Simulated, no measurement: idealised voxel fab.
process module | voxel wiring stack
cross-section cut | 220 nm wide | cells 5 nm
A cross-section is a grid of square cells, given in bands from the top down. A band is one or more rows of cells.
Each band's line starts with the height of the band's top and of its bottom, in nm. Then come its materials from left to right, each with its width in nm. One material with "throughout" fills the band from edge to edge. "air" is empty space.
Height 0 is the level under which the wafer as received is all one material. The lowest band goes on downwards, as in "0 down".
A width such as "30 to 40" changes by the same amount from each row of cells to the next, from the band's top row to its bottom row.
"no change" after a step means that no cell of the cross-section changed.
closed voids: empty space of 8 cells or more with no open way to the top, each as width x height at its distance from the left edge, in nm
after a step's settings: what the simulator itself notes on the step
overlay nm, on a step with a mask: how far to the right of its planned place the mask lay; to the left if negative
Each pair below shows a cross-section before one step and the cross-section after it, down to the lowest band that changed. The line under each pair gives the step between them, with its settings. The pairs can come from different runs of this module on the same starting wafer, so a pair continues from the pair above only where its "before" says so.
before
  0 down: Si throughout
  closed voids: none
after
  10 to 0: SiO2 throughout
  below 0: unchanged
  closed voids: none
the step between: op CONFORMAL_DEP | material SiO2 | thk nm 10
before: the cross-section after the pair above
after
  15 to 10: SiN throughout
  below 10: unchanged
  closed voids: none
the step between: op CONFORMAL_DEP | material SiN | thk nm 5
before: the cross-section after the pair above
after
  40 to 15: lowk throughout
  below 15: unchanged
  closed voids: none
the step between: op DIRECTIONAL_DEP | material lowk | thk nm 25
before: the cross-section after the pair above
after
  40 to 15: lowk 30 | air 25 | lowk 20 | air 25 | lowk 20 | air 25 | lowk 20 | air 25 | lowk 30
  below 15: unchanged
  closed voids: none
the step between: op MASKED_ETCH | tone open | mask id METAL_1 | width nm 25 | pitch nm 45 | etch materials lowk | depth nm 25 | overlay nm 0
before: the cross-section after the pair above
after
  40 to 15: lowk 30 | air 25 | lowk 20 | air 25 | lowk 20 | air 25 | lowk 20 | air 25 | lowk 30
  15 to 10: SiN 30 | air 25 | SiN 20 | air 25 | SiN 20 | air 25 | SiN 20 | air 25 | SiN 30
  below 10: unchanged
  closed voids: none
the step between: op MASKED_ETCH | tone open | mask id METAL_1 | width nm 25 | pitch nm 45 | etch materials SiN | depth nm 5 | overlay nm 0
before: the cross-section after the pair above
after
  45 to 40: TiN 35 | air 15 | TiN 30 | air 15 | TiN 30 | air 15 | TiN 30 | air 15 | TiN 35
  40 to 15: lowk 30 | TiN 5 | air 15 | TiN 5 | lowk 20 | TiN 5 | air 15 | TiN 5 | lowk 20 | TiN 5 | air 15 | TiN 5 | lowk 20 | TiN 5 | air 15 | TiN 5 | lowk 30
  15 to 10: SiN 30 | TiN 25 | SiN 20 | TiN 25 | SiN 20 | TiN 25 | SiN 20 | TiN 25 | SiN 30
  below 10: unchanged
  closed voids: none
the step between: op CONFORMAL_DEP | material TiN | thk nm 5
before: the cross-section after the pair above
after
  55 to 45: Cu throughout
  45 to 40: TiN 35 | Cu 15 | TiN 30 | Cu 15 | TiN 30 | Cu 15 | TiN 30 | Cu 15 | TiN 35
  40 to 15: lowk 30 | TiN 5 | Cu 15 | TiN 5 | lowk 20 | TiN 5 | Cu 15 | TiN 5 | lowk 20 | TiN 5 | Cu 15 | TiN 5 | lowk 20 | TiN 5 | Cu 15 | TiN 5 | lowk 30
  below 15: unchanged
  closed voids: none
the step between: op FILL_DEP | material Cu | thk nm 10
before: the cross-section after the pair above
after
  40 to 15: lowk 30 | TiN 5 | Cu 15 | TiN 5 | lowk 20 | TiN 5 | Cu 15 | TiN 5 | lowk 20 | TiN 5 | Cu 15 | TiN 5 | lowk 20 | TiN 5 | Cu 15 | TiN 5 | lowk 30
  below 15: unchanged
  closed voids: none
the step between: op CMP | height nm 40
before: the cross-section after the pair above
after
  45 to 40: air 25 | Ru 35 | air 10 | Ru 35 | air 10 | Ru 35 | air 10 | Ru 35 | air 25
  below 40: unchanged
  closed voids: none
the step between: op EPI | material Ru | thk nm 5
before: the cross-section after the pair above
after
  50 to 45: SiCN throughout
  45 to 40: SiCN 25 | Ru 35 | SiCN 10 | Ru 35 | SiCN 10 | Ru 35 | SiCN 10 | Ru 35 | SiCN 25
  below 40: unchanged
  closed voids: none
the step between: op FILL_DEP | material SiCN | thk nm 5
before: the cross-section after the pair above
after
  60 to 50: SiO2 throughout
  below 50: unchanged
  closed voids: none
the step between: op DIRECTIONAL_DEP | material SiO2 | thk nm 10
before: the cross-section after the pair above
after
  80 to 60: resist 30 | air 15 | resist 30 | air 15 | resist 30 | air 15 | resist 30 | air 15 | resist 40
  below 60: unchanged
  closed voids: none
the step between: op PATTERN | tone open | mask id PLUG_1 | material resist | width nm 15 | pitch nm 45 | thk nm 20 | overlay nm 0
before: the cross-section after the pair above
after
  80 to 60: resist 30 | air 15 | resist 30 | air 15 | resist 30 | air 15 | resist 30 | air 15 | resist 40
  60 to 50: SiO2 30 | air 15 | SiO2 30 | air 15 | SiO2 30 | air 15 | SiO2 30 | air 15 | SiO2 40
  below 50: unchanged
  closed voids: none
the step between: op DIRECTIONAL_ETCH | etch materials SiO2 | depth nm 10
before: the cross-section after the pair above
after
  80 to 60: resist 30 | air 15 | resist 30 | air 15 | resist 30 | air 15 | resist 30 | air 15 | resist 40
  60 to 50: SiO2 30 | air 15 | SiO2 30 | air 15 | SiO2 30 | air 15 | SiO2 30 | air 15 | SiO2 40
  50 to 45: SiCN 30 | air 15 | SiCN 30 | air 15 | SiCN 30 | air 15 | SiCN 30 | air 15 | SiCN 40
  below 45: unchanged
  closed voids: none
the step between: op DIRECTIONAL_ETCH | etch materials SiCN | depth nm 5
before: the cross-section after the pair above
after
  60 to 50: SiO2 30 | air 15 | SiO2 30 | air 15 | SiO2 30 | air 15 | SiO2 30 | air 15 | SiO2 40
  below 50: unchanged
  closed voids: none
the step between: op STRIP | etch materials resist
before: the cross-section after the pair above
after
  60 to 55: SiO2 30 | air 15 | SiO2 30 | air 15 | SiO2 30 | air 15 | SiO2 30 | air 15 | SiO2 40
  55 to 50: SiO2 30 | Ru 15 | SiO2 30 | Ru 15 | SiO2 30 | Ru 15 | SiO2 30 | Ru 15 | SiO2 40
  50 to 40: SiCN 30 to 25 | Ru 15 to 35 | SiCN 30 to 10 | Ru 15 to 35 | SiCN 30 to 10 | Ru 15 to 35 | SiCN 30 to 10 | Ru 15 to 35 | SiCN 40 to 25
  below 40: unchanged
  closed voids: none
the step between: op EPI | material Ru | thk nm 10
before: the cross-section after the pair above
after
  60 to 50: SiO2 30 | Ru 15 | SiO2 30 | Ru 15 | SiO2 30 | Ru 15 | SiO2 30 | Ru 15 | SiO2 40
  below 50: unchanged
  closed voids: none
the step between: op EPI | material Ru | thk nm 5
before: the cross-section after the pair above
after
  65 to 60: TiN throughout
  below 60: unchanged
  closed voids: none
the step between: op DIRECTIONAL_DEP | material TiN | thk nm 5
before: the cross-section after the pair above
after
  80 to 65: W throughout
  below 65: unchanged
  closed voids: none
the step between: op DIRECTIONAL_DEP | material W | thk nm 15
before: the cross-section after the pair above
after
  95 to 80: air 30 | resist 25 | air 20 | resist 25 | air 20 | resist 25 | air 20 | resist 25 | air 30
  below 80: unchanged
  closed voids: none
the step between: op PATTERN | tone cover | mask id METAL_2 | material resist | width nm 25 | pitch nm 45 | thk nm 15 | overlay nm 0
before: the cross-section after the pair above
after
  95 to 80: air 30 | resist 25 | air 20 | resist 25 | air 20 | resist 25 | air 20 | resist 25 | air 30
  80 to 65: air 30 | W 25 | air 20 | W 25 | air 20 | W 25 | air 20 | W 25 | air 30
  below 65: unchanged
  closed voids: none
the step between: op DIRECTIONAL_ETCH | etch materials W | depth nm 15
before: the cross-section after the pair above
after
  95 to 80: air 30 | resist 25 | air 20 | resist 25 | air 20 | resist 25 | air 20 | resist 25 | air 30
  80 to 65: air 30 | W 25 | air 20 | W 25 | air 20 | W 25 | air 20 | W 25 | air 30
  65 to 60: air 30 | TiN 25 | air 20 | TiN 25 | air 20 | TiN 25 | air 20 | TiN 25 | air 30
  below 60: unchanged
  closed voids: none
the step between: op DIRECTIONAL_ETCH | etch materials TiN | depth nm 5
before: the cross-section after the pair above
after
  80 to 65: air 30 | W 25 | air 20 | W 25 | air 20 | W 25 | air 20 | W 25 | air 30
  below 65: unchanged
  closed voids: none
the step between: op STRIP | etch materials resist
before: the cross-section after the pair above
after
  90 to 80: lowk throughout
  80 to 65: lowk 30 | W 25 | lowk 20 | W 25 | lowk 20 | W 25 | lowk 20 | W 25 | lowk 30
  65 to 60: lowk 30 | TiN 25 | lowk 20 | TiN 25 | lowk 20 | TiN 25 | lowk 20 | TiN 25 | lowk 30
  below 60: unchanged
  closed voids: none
the step between: op FILL_DEP | material lowk | thk nm 10
before: the cross-section after the pair above
after
  80 to 65: lowk 30 | W 25 | lowk 20 | W 25 | lowk 20 | W 25 | lowk 20 | W 25 | lowk 30
  below 65: unchanged
  closed voids: none
the step between: op CMP | height nm 80
before: the cross-section after the pair above
after
  85 to 80: SiCN throughout
  below 80: unchanged
  closed voids: none
the step between: op CONFORMAL_DEP | material SiCN | thk nm 5
before: the cross-section after the pair above
after
  105 to 85: lowk throughout
  below 85: unchanged
  closed voids: none
the step between: op DIRECTIONAL_DEP | material lowk | thk nm 20
before: the cross-section after the pair above
after
  120 to 105: resist 30 | air 15 | resist 30 | air 15 | resist 30 | air 15 | resist 30 | air 15 | resist 40
  below 105: unchanged
  closed voids: none
the step between: op PATTERN | tone open | mask id PLUG_2 | material resist | width nm 15 | pitch nm 45 | thk nm 15 | overlay nm 0
before: the cross-section after the pair above
after
  120 to 105: resist 30 | air 15 | resist 30 | air 15 | resist 30 | air 15 | resist 30 | air 15 | resist 40
  105 to 85: lowk 30 | air 15 | lowk 30 | air 15 | lowk 30 | air 15 | lowk 30 | air 15 | lowk 40
  below 85: unchanged
  closed voids: none
the step between: op DIRECTIONAL_ETCH | etch materials lowk | depth nm 20
before: the cross-section after the pair above
after
  120 to 105: resist 30 | air 15 | resist 30 | air 15 | resist 30 | air 15 | resist 30 | air 15 | resist 40
  105 to 85: lowk 30 | air 15 | lowk 30 | air 15 | lowk 30 | air 15 | lowk 30 | air 15 | lowk 40
  85 to 80: SiCN 30 | air 15 | SiCN 30 | air 15 | SiCN 30 | air 15 | SiCN 30 | air 15 | SiCN 40
  below 80: unchanged
  closed voids: none
the step between: op DIRECTIONAL_ETCH | etch materials SiCN | depth nm 5
before: the cross-section after the pair above
after
  105 to 85: lowk 30 | air 15 | lowk 30 | air 15 | lowk 30 | air 15 | lowk 30 | air 15 | lowk 40
  below 85: unchanged
  closed voids: none
the step between: op STRIP | etch materials resist
before: the cross-section after the pair above
after
  105 to 90: lowk 30 | air 15 | lowk 30 | air 15 | lowk 30 | air 15 | lowk 30 | air 15 | lowk 40
  90 to 85: lowk 30 | Ru 15 | lowk 30 | Ru 15 | lowk 30 | Ru 15 | lowk 30 | Ru 15 | lowk 40
  85 to 80: SiCN 30 | Ru 15 | SiCN 30 | Ru 15 | SiCN 30 | Ru 15 | SiCN 30 | Ru 15 | SiCN 40
  below 80: unchanged
  closed voids: none
the step between: op EPI | material Ru | thk nm 10
before: the cross-section after the pair above
after
  105 to 100: lowk 30 | air 15 | lowk 30 | air 15 | lowk 30 | air 15 | lowk 30 | air 15 | lowk 40
  100 to 85: lowk 30 | Ru 15 | lowk 30 | Ru 15 | lowk 30 | Ru 15 | lowk 30 | Ru 15 | lowk 40
  below 85: unchanged
  closed voids: none
the step between: op EPI | material Ru | thk nm 10
before: the cross-section after the pair above
after
  105 to 85: lowk 30 | Ru 15 | lowk 30 | Ru 15 | lowk 30 | Ru 15 | lowk 30 | Ru 15 | lowk 40
  below 85: unchanged
  closed voids: none
the step between: op EPI | material Ru | thk nm 5
before: the cross-section after the pair above
after
  110 to 105: SiCN throughout
  below 105: unchanged
  closed voids: none
the step between: op CONFORMAL_DEP | material SiCN | thk nm 5
before: the cross-section after the pair above
after
  135 to 110: lowk throughout
  below 110: unchanged
  closed voids: none
the step between: op DIRECTIONAL_DEP | material lowk | thk nm 25
before: the cross-section after the pair above
after
  135 to 110: lowk 30 | air 25 | lowk 20 | air 25 | lowk 20 | air 25 | lowk 20 | air 25 | lowk 30
  below 110: unchanged
  closed voids: none
the step between: op MASKED_ETCH | tone open | mask id METAL_3 | width nm 25 | pitch nm 45 | etch materials lowk | depth nm 25 | overlay nm 0
before: the cross-section after the pair above
after
  135 to 110: lowk 30 | air 25 | lowk 20 | air 25 | lowk 20 | air 25 | lowk 20 | air 25 | lowk 30
  110 to 105: SiCN 30 | air 25 | SiCN 20 | air 25 | SiCN 20 | air 25 | SiCN 20 | air 25 | SiCN 30
  below 105: unchanged
  closed voids: none
the step between: op MASKED_ETCH | tone open | mask id METAL_3 | width nm 25 | pitch nm 45 | etch materials SiCN | depth nm 5 | overlay nm 0
before: the cross-section after the pair above
after
  140 to 135: TiN 35 | air 15 | TiN 30 | air 15 | TiN 30 | air 15 | TiN 30 | air 15 | TiN 35
  135 to 110: lowk 30 | TiN 5 | air 15 | TiN 5 | lowk 20 | TiN 5 | air 15 | TiN 5 | lowk 20 | TiN 5 | air 15 | TiN 5 | lowk 20 | TiN 5 | air 15 | TiN 5 | lowk 30
  110 to 105: SiCN 30 | TiN 25 | SiCN 20 | TiN 25 | SiCN 20 | TiN 25 | SiCN 20 | TiN 25 | SiCN 30
  below 105: unchanged
  closed voids: none
the step between: op CONFORMAL_DEP | material TiN | thk nm 5
before: the cross-section after the pair above
after
  150 to 140: Ru throughout
  140 to 135: TiN 35 | Ru 15 | TiN 30 | Ru 15 | TiN 30 | Ru 15 | TiN 30 | Ru 15 | TiN 35
  135 to 110: lowk 30 | TiN 5 | Ru 15 | TiN 5 | lowk 20 | TiN 5 | Ru 15 | TiN 5 | lowk 20 | TiN 5 | Ru 15 | TiN 5 | lowk 20 | TiN 5 | Ru 15 | TiN 5 | lowk 30
  below 110: unchanged
  closed voids: none
the step between: op FILL_DEP | material Ru | thk nm 10
before: the cross-section after the pair above
after
  135 to 110: lowk 30 | TiN 5 | Ru 15 | TiN 5 | lowk 20 | TiN 5 | Ru 15 | TiN 5 | lowk 20 | TiN 5 | Ru 15 | TiN 5 | lowk 20 | TiN 5 | Ru 15 | TiN 5 | lowk 30
  below 110: unchanged
  closed voids: none
the step between: op CMP | height nm 135
before: the cross-section after the pair above
after
  140 to 135: SiCN throughout
  below 135: unchanged
  closed voids: none
the step between: op CONFORMAL_DEP | material SiCN | thk nm 5
before: the cross-section after the pair above
after
  150 to 140: lowk throughout
  below 140: unchanged
  closed voids: none
the step between: op DIRECTIONAL_DEP | material lowk | thk nm 10
before: the cross-section after the pair above
after
  150 to 140: lowk 30 | air 15 | lowk 75 | air 15 | lowk 85
  below 140: unchanged
  closed voids: none
the step between: op MASKED_ETCH | tone open | mask id PLUG_3 | width nm 15 | pitch nm 90 | etch materials lowk | depth nm 10 | overlay nm 0
before: the cross-section after the pair above
after
  150 to 140: lowk 30 | air 15 | lowk 75 | air 15 | lowk 85
  140 to 135: SiCN 30 | air 15 | SiCN 75 | air 15 | SiCN 85
  below 135: unchanged
  closed voids: none
the step between: op MASKED_ETCH | tone open | mask id PLUG_3 | width nm 15 | pitch nm 90 | etch materials SiCN | depth nm 5 | overlay nm 0
before: the cross-section after the pair above
after
  150 to 145: lowk 30 | air 15 | lowk 75 | air 15 | lowk 85
  145 to 140: lowk 30 | Ru 15 | lowk 75 | Ru 15 | lowk 85
  140 to 135: SiCN 30 | Ru 15 | SiCN 75 | Ru 15 | SiCN 85
  below 135: unchanged
  closed voids: none
the step between: op EPI | material Ru | thk nm 10
before: the cross-section after the pair above
after
  150 to 140: lowk 30 | Ru 15 | lowk 75 | Ru 15 | lowk 85
  below 140: unchanged
  closed voids: none
the step between: op EPI | material Ru | thk nm 5
before: the cross-section after the pair above
after
  155 to 150: SiN throughout
  below 150: unchanged
  closed voids: none
the step between: op CONFORMAL_DEP | material SiN | thk nm 5
before: the cross-section after the pair above
after
  180 to 155: SiO2 throughout
  below 155: unchanged
  closed voids: none
the step between: op DIRECTIONAL_DEP | material SiO2 | thk nm 25
before: the cross-section after the pair above
after
  200 to 180: resist 30 | air 25 | resist 20 | air 25 | resist 20 | air 25 | resist 20 | air 25 | resist 30
  below 180: unchanged
  closed voids: none
the step between: op PATTERN | tone open | mask id METAL_4 | material resist | width nm 25 | pitch nm 45 | thk nm 20 | overlay nm 0
before: the cross-section after the pair above
after
  200 to 180: resist 30 | air 25 | resist 20 | air 25 | resist 20 | air 25 | resist 20 | air 25 | resist 30
  180 to 155: SiO2 30 | air 25 | SiO2 20 | air 25 | SiO2 20 | air 25 | SiO2 20 | air 25 | SiO2 30
  below 155: unchanged
  closed voids: none
the step between: op DIRECTIONAL_ETCH | etch materials SiO2 | depth nm 25
before: the cross-section after the pair above
after
  200 to 180: resist 30 | air 25 | resist 20 | air 25 | resist 20 | air 25 | resist 20 | air 25 | resist 30
  180 to 155: SiO2 30 | air 25 | SiO2 20 | air 25 | SiO2 20 | air 25 | SiO2 20 | air 25 | SiO2 30
  155 to 150: SiN 30 | air 25 | SiN 20 | air 25 | SiN 20 | air 25 | SiN 20 | air 25 | SiN 30
  below 150: unchanged
  closed voids: none
the step between: op DIRECTIONAL_ETCH | etch materials SiN | depth nm 5
before: the cross-section after the pair above
after
  180 to 155: SiO2 30 | air 25 | SiO2 20 | air 25 | SiO2 20 | air 25 | SiO2 20 | air 25 | SiO2 30
  below 155: unchanged
  closed voids: none
the step between: op STRIP | etch materials resist
before: the cross-section after the pair above
after
  185 to 180: TiN 35 | air 15 | TiN 30 | air 15 | TiN 30 | air 15 | TiN 30 | air 15 | TiN 35
  180 to 155: SiO2 30 | TiN 5 | air 15 | TiN 5 | SiO2 20 | TiN 5 | air 15 | TiN 5 | SiO2 20 | TiN 5 | air 15 | TiN 5 | SiO2 20 | TiN 5 | air 15 | TiN 5 | SiO2 30
  155 to 150: SiN 30 | TiN 25 | SiN 20 | TiN 25 | SiN 20 | TiN 25 | SiN 20 | TiN 25 | SiN 30
  below 150: unchanged
  closed voids: none
the step between: op CONFORMAL_DEP | material TiN | thk nm 5
before: the cross-section after the pair above
after
  195 to 185: Cu throughout
  185 to 180: TiN 35 | Cu 15 | TiN 30 | Cu 15 | TiN 30 | Cu 15 | TiN 30 | Cu 15 | TiN 35
  180 to 155: SiO2 30 | TiN 5 | Cu 15 | TiN 5 | SiO2 20 | TiN 5 | Cu 15 | TiN 5 | SiO2 20 | TiN 5 | Cu 15 | TiN 5 | SiO2 20 | TiN 5 | Cu 15 | TiN 5 | SiO2 30
  below 155: unchanged
  closed voids: none
the step between: op FILL_DEP | material Cu | thk nm 10
before: the cross-section after the pair above
after
  180 to 155: SiO2 30 | TiN 5 | Cu 15 | TiN 5 | SiO2 20 | TiN 5 | Cu 15 | TiN 5 | SiO2 20 | TiN 5 | Cu 15 | TiN 5 | SiO2 20 | TiN 5 | Cu 15 | TiN 5 | SiO2 30
  below 155: unchanged
  closed voids: none
the step between: op CMP | height nm 180
before: the cross-section after the pair above
after
  185 to 180: air 25 | Ru 35 | air 10 | Ru 35 | air 10 | Ru 35 | air 10 | Ru 35 | air 25
  below 180: unchanged
  closed voids: none
the step between: op EPI | material Ru | thk nm 5
before: the cross-section after the pair above
after
  190 to 185: SiCN throughout
  185 to 180: SiCN 25 | Ru 35 | SiCN 10 | Ru 35 | SiCN 10 | Ru 35 | SiCN 10 | Ru 35 | SiCN 25
  below 180: unchanged
  closed voids: none
the step between: op FILL_DEP | material SiCN | thk nm 5
before
  55 to 45: Cu throughout
  45 to 40: TiN 35 | Cu 15 | TiN 30 | Cu 15 | TiN 30 | Cu 15 | TiN 30 | Cu 15 | TiN 35
  40 to 15: lowk 30 | TiN 5 | Cu 15 | TiN 5 | lowk 20 | TiN 5 | Cu 15 | TiN 5 | lowk 20 | TiN 5 | Cu 15 | TiN 5 | lowk 20 | TiN 5 | Cu 15 | TiN 5 | lowk 30
  15 to 10: SiN 30 | TiN 25 | SiN 20 | TiN 25 | SiN 20 | TiN 25 | SiN 20 | TiN 25 | SiN 30
  10 to 0: SiO2 throughout
  0 down: Si throughout
  closed voids: none
after
  60 to 55: Ru throughout
  below 55: unchanged
  closed voids: none
the step between: op EPI | material Ru | thk nm 5
before: the cross-section after the pair above
after
  65 to 60: SiCN throughout
  below 60: unchanged
  closed voids: none
the step between: op FILL_DEP | material SiCN | thk nm 5
before: the cross-section after the pair above
after
  75 to 65: SiO2 throughout
  below 65: unchanged
  closed voids: none
the step between: op DIRECTIONAL_DEP | material SiO2 | thk nm 10
before: the cross-section after the pair above
after
  95 to 75: resist 30 | air 15 | resist 30 | air 15 | resist 30 | air 15 | resist 30 | air 15 | resist 40
  below 75: unchanged
  closed voids: none
the step between: op PATTERN | tone open | mask id PLUG_1 | material resist | width nm 15 | pitch nm 45 | thk nm 20 | overlay nm 0
before: the cross-section after the pair above
after
  95 to 75: resist 30 | air 15 | resist 30 | air 15 | resist 30 | air 15 | resist 30 | air 15 | resist 40
  75 to 65: SiO2 30 | air 15 | SiO2 30 | air 15 | SiO2 30 | air 15 | SiO2 30 | air 15 | SiO2 40
  below 65: unchanged
  closed voids: none
the step between: op DIRECTIONAL_ETCH | etch materials SiO2 | depth nm 10
before: the cross-section after the pair above
after
  95 to 75: resist 30 | air 15 | resist 30 | air 15 | resist 30 | air 15 | resist 30 | air 15 | resist 40
  75 to 65: SiO2 30 | air 15 | SiO2 30 | air 15 | SiO2 30 | air 15 | SiO2 30 | air 15 | SiO2 40
  65 to 60: SiCN 30 | air 15 | SiCN 30 | air 15 | SiCN 30 | air 15 | SiCN 30 | air 15 | SiCN 40
  below 60: unchanged
  closed voids: none
the step between: op DIRECTIONAL_ETCH | etch materials SiCN | depth nm 5
before: the cross-section after the pair above
after
  75 to 65: SiO2 30 | air 15 | SiO2 30 | air 15 | SiO2 30 | air 15 | SiO2 30 | air 15 | SiO2 40
  below 65: unchanged
  closed voids: none
the step between: op STRIP | etch materials resist
before: the cross-section after the pair above
after
  75 to 70: SiO2 30 | air 15 | SiO2 30 | air 15 | SiO2 30 | air 15 | SiO2 30 | air 15 | SiO2 40
  70 to 65: SiO2 30 | Ru 15 | SiO2 30 | Ru 15 | SiO2 30 | Ru 15 | SiO2 30 | Ru 15 | SiO2 40
  65 to 60: SiCN 30 | Ru 15 | SiCN 30 | Ru 15 | SiCN 30 | Ru 15 | SiCN 30 | Ru 15 | SiCN 40
  below 60: unchanged
  closed voids: none
the step between: op EPI | material Ru | thk nm 10
before: the cross-section after the pair above
after
  75 to 65: SiO2 30 | Ru 15 | SiO2 30 | Ru 15 | SiO2 30 | Ru 15 | SiO2 30 | Ru 15 | SiO2 40
  below 65: unchanged
  closed voids: none
the step between: op EPI | material Ru | thk nm 5
before: the cross-section after the pair above
after
  80 to 75: TiN throughout
  below 75: unchanged
  closed voids: none
the step between: op DIRECTIONAL_DEP | material TiN | thk nm 5
before: the cross-section after the pair above
after
  95 to 80: W throughout
  below 80: unchanged
  closed voids: none
the step between: op DIRECTIONAL_DEP | material W | thk nm 15
before: the cross-section after the pair above
after
  110 to 95: air 30 | resist 25 | air 20 | resist 25 | air 20 | resist 25 | air 20 | resist 25 | air 30
  below 95: unchanged
  closed voids: none
the step between: op PATTERN | tone cover | mask id METAL_2 | material resist | width nm 25 | pitch nm 45 | thk nm 15 | overlay nm 0
before: the cross-section after the pair above
after
  110 to 95: air 30 | resist 25 | air 20 | resist 25 | air 20 | resist 25 | air 20 | resist 25 | air 30
  95 to 80: air 30 | W 25 | air 20 | W 25 | air 20 | W 25 | air 20 | W 25 | air 30
  below 80: unchanged
  closed voids: none
the step between: op DIRECTIONAL_ETCH | etch materials W | depth nm 15
before: the cross-section after the pair above
after
  110 to 95: air 30 | resist 25 | air 20 | resist 25 | air 20 | resist 25 | air 20 | resist 25 | air 30
  95 to 80: air 30 | W 25 | air 20 | W 25 | air 20 | W 25 | air 20 | W 25 | air 30
  80 to 75: air 30 | TiN 25 | air 20 | TiN 25 | air 20 | TiN 25 | air 20 | TiN 25 | air 30
  below 75: unchanged
  closed voids: none
the step between: op DIRECTIONAL_ETCH | etch materials TiN | depth nm 5
before: the cross-section after the pair above
after
  95 to 80: air 30 | W 25 | air 20 | W 25 | air 20 | W 25 | air 20 | W 25 | air 30
  below 80: unchanged
  closed voids: none
the step between: op STRIP | etch materials resist
before: the cross-section after the pair above
after
  105 to 95: lowk throughout
  95 to 80: lowk 30 | W 25 | lowk 20 | W 25 | lowk 20 | W 25 | lowk 20 | W 25 | lowk 30
  80 to 75: lowk 30 | TiN 25 | lowk 20 | TiN 25 | lowk 20 | TiN 25 | lowk 20 | TiN 25 | lowk 30
  below 75: unchanged
  closed voids: none
the step between: op FILL_DEP | material lowk | thk nm 10
before: the cross-section after the pair above
after
  80 to 75: lowk 30 | TiN 25 | lowk 20 | TiN 25 | lowk 20 | TiN 25 | lowk 20 | TiN 25 | lowk 30
  below 75: unchanged
  closed voids: none
the step between: op CMP | height nm 80
before: the cross-section after the pair above
after
  85 to 80: SiCN throughout
  below 80: unchanged
  closed voids: none
the step between: op CONFORMAL_DEP | material SiCN | thk nm 5
before: the cross-section after the pair above
after
  105 to 85: lowk throughout
  below 85: unchanged
  closed voids: none
the step between: op DIRECTIONAL_DEP | material lowk | thk nm 20
before: the cross-section after the pair above
after
  120 to 105: resist 30 | air 15 | resist 30 | air 15 | resist 30 | air 15 | resist 30 | air 15 | resist 40
  below 105: unchanged
  closed voids: none
the step between: op PATTERN | tone open | mask id PLUG_2 | material resist | width nm 15 | pitch nm 45 | thk nm 15 | overlay nm 0
before: the cross-section after the pair above
after
  120 to 105: resist 30 | air 15 | resist 30 | air 15 | resist 30 | air 15 | resist 30 | air 15 | resist 40
  105 to 85: lowk 30 | air 15 | lowk 30 | air 15 | lowk 30 | air 15 | lowk 30 | air 15 | lowk 40
  below 85: unchanged
  closed voids: none
the step between: op DIRECTIONAL_ETCH | etch materials lowk | depth nm 20
before: the cross-section after the pair above
after
  120 to 105: resist 30 | air 15 | resist 30 | air 15 | resist 30 | air 15 | resist 30 | air 15 | resist 40
  105 to 85: lowk 30 | air 15 | lowk 30 | air 15 | lowk 30 | air 15 | lowk 30 | air 15 | lowk 40
  85 to 80: SiCN 30 | air 15 | SiCN 30 | air 15 | SiCN 30 | air 15 | SiCN 30 | air 15 | SiCN 40
  below 80: unchanged
  closed voids: none
the step between: op DIRECTIONAL_ETCH | etch materials SiCN | depth nm 5
before: the cross-section after the pair above
after
  105 to 85: lowk 30 | air 15 | lowk 30 | air 15 | lowk 30 | air 15 | lowk 30 | air 15 | lowk 40
  below 85: unchanged
  closed voids: none
the step between: op STRIP | etch materials resist
before: the cross-section after the pair above
after
  105 to 90: lowk 30 | air 15 | lowk 30 | air 15 | lowk 30 | air 15 | lowk 30 | air 15 | lowk 40
  90 to 85: lowk 30 | Ru 15 | lowk 30 | Ru 15 | lowk 30 | Ru 15 | lowk 30 | Ru 15 | lowk 40
  85 to 80: SiCN 30 | Ru 15 | SiCN 30 | Ru 15 | SiCN 30 | Ru 15 | SiCN 30 | Ru 15 | SiCN 40
  below 80: unchanged
  closed voids: none
the step between: op EPI | material Ru | thk nm 10
before: the cross-section after the pair above
after
  105 to 100: lowk 30 | air 15 | lowk 30 | air 15 | lowk 30 | air 15 | lowk 30 | air 15 | lowk 40
  100 to 85: lowk 30 | Ru 15 | lowk 30 | Ru 15 | lowk 30 | Ru 15 | lowk 30 | Ru 15 | lowk 40
  below 85: unchanged
  closed voids: none
the step between: op EPI | material Ru | thk nm 10
before: the cross-section after the pair above
after
  105 to 85: lowk 30 | Ru 15 | lowk 30 | Ru 15 | lowk 30 | Ru 15 | lowk 30 | Ru 15 | lowk 40
  below 85: unchanged
  closed voids: none
the step between: op EPI | material Ru | thk nm 5
before: the cross-section after the pair above
after
  110 to 105: SiCN throughout
  below 105: unchanged
  closed voids: none
the step between: op CONFORMAL_DEP | material SiCN | thk nm 5
before: the cross-section after the pair above
after
  135 to 110: lowk throughout
  below 110: unchanged
  closed voids: none
the step between: op DIRECTIONAL_DEP | material lowk | thk nm 25
before: the cross-section after the pair above
after
  135 to 110: lowk 30 | air 25 | lowk 20 | air 25 | lowk 20 | air 25 | lowk 20 | air 25 | lowk 30
  below 110: unchanged
  closed voids: none
the step between: op MASKED_ETCH | tone open | mask id METAL_3 | width nm 25 | pitch nm 45 | etch materials lowk | depth nm 25 | overlay nm 0
before: the cross-section after the pair above
after
  135 to 110: lowk 30 | air 25 | lowk 20 | air 25 | lowk 20 | air 25 | lowk 20 | air 25 | lowk 30
  110 to 105: SiCN 30 | air 25 | SiCN 20 | air 25 | SiCN 20 | air 25 | SiCN 20 | air 25 | SiCN 30
  below 105: unchanged
  closed voids: none
the step between: op MASKED_ETCH | tone open | mask id METAL_3 | width nm 25 | pitch nm 45 | etch materials SiCN | depth nm 5 | overlay nm 0
before: the cross-section after the pair above
after
  140 to 135: TiN 35 | air 15 | TiN 30 | air 15 | TiN 30 | air 15 | TiN 30 | air 15 | TiN 35
  135 to 110: lowk 30 | TiN 5 | air 15 | TiN 5 | lowk 20 | TiN 5 | air 15 | TiN 5 | lowk 20 | TiN 5 | air 15 | TiN 5 | lowk 20 | TiN 5 | air 15 | TiN 5 | lowk 30
  110 to 105: SiCN 30 | TiN 25 | SiCN 20 | TiN 25 | SiCN 20 | TiN 25 | SiCN 20 | TiN 25 | SiCN 30
  below 105: unchanged
  closed voids: none
the step between: op CONFORMAL_DEP | material TiN | thk nm 5
before: the cross-section after the pair above
after
  150 to 140: Ru throughout
  140 to 135: TiN 35 | Ru 15 | TiN 30 | Ru 15 | TiN 30 | Ru 15 | TiN 30 | Ru 15 | TiN 35
  135 to 110: lowk 30 | TiN 5 | Ru 15 | TiN 5 | lowk 20 | TiN 5 | Ru 15 | TiN 5 | lowk 20 | TiN 5 | Ru 15 | TiN 5 | lowk 20 | TiN 5 | Ru 15 | TiN 5 | lowk 30
  below 110: unchanged
  closed voids: none
the step between: op FILL_DEP | material Ru | thk nm 10
before: the cross-section after the pair above
after
  135 to 110: lowk 30 | TiN 5 | Ru 15 | TiN 5 | lowk 20 | TiN 5 | Ru 15 | TiN 5 | lowk 20 | TiN 5 | Ru 15 | TiN 5 | lowk 20 | TiN 5 | Ru 15 | TiN 5 | lowk 30
  below 110: unchanged
  closed voids: none
the step between: op CMP | height nm 135
